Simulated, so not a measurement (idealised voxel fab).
The following is a process module called voxel lift off.
The cross-section shown here is cut; it is 205 nm wide and divided into square cells measuring 5 nm on a side.
When this document writes out a cross-section, it uses a grid of square cells and lists it as bands, beginning at the top and moving down, with a band standing for one or more rows of cells.
For a band, the entry starts with two heights in nm, that of the top and then that of the bottom, and carries on with the band's materials in order from left to right, each alongside its width in nm; the word "all across" beside a single material means it fills the band edge to edge, and "air" means empty space.
For the purposes of this specification, 0 denotes the height below which the wafer in its as-received condition is composed wholly of one material, and the lowermost band, lacking a lower limit, extends downward without end, as expressed in "top 0, no bottom".
With a width like "30 to 40", each row of cells in the band differs from the next by the same amount, the top row carrying the first number and the bottom row the second.
Step note "nothing got changed" = no cross-section cell changed.
Listed in "Listed closed voids": every empty space of 8 or more cells without an open way to the top. Form: width x height at distance, the distance being from the left edge, all in nm.
Read whatever lies past the settings on a step's line as the simulator's own remark about the step.
A step line may carry the setting "overlay nm", which, for steps involving a mask, states the distance by which the mask lay to the right of its intended position; negative values denote displacement to the left.
### Process steps - plan
1: RECEIVE,material Si
2: CONFORMAL_DEP,material SiN,thk nm 15
3: PATTERN,tone open,mask id LINES,material resist,width nm 15,pitch nm 40,thk nm 25,overlay nm 0
4: DIRECTIONAL_DEP,material Ru,thk nm 15
5: STRIP,etch materials resist
6: CONFORMAL_DEP,material SiN,thk nm 10
### This is the cross-section of the wafer as we received it, i.e. after step 1
- top 0, no bottom = Si all across
- Listed closed voids: none
### End-of-module cross-section. Starting structure and process plan as above; one mistake made in running it
- top 25, bottom 15 = air 45 / SiN 35 / air 5 / SiN 35 / air 5 / SiN 35 / air 45
- top 15, bottom 10 = air 45 / SiN 10 / Ru 15 / SiN 10 / air 5 / SiN 10 / Ru 15 / SiN 10 / air 5 / SiN 10 / Ru 15 / SiN 10 / air 45
- top 10, bottom 0 = SiN 55 / Ru 15 / SiN 25 / Ru 15 / SiN 25 / Ru 15 / SiN 55
- top 0, no bottom = Si all across
- Listed closed voids: none
What went wrong in running the wafer? step 2 of the plan was jumped over and never run
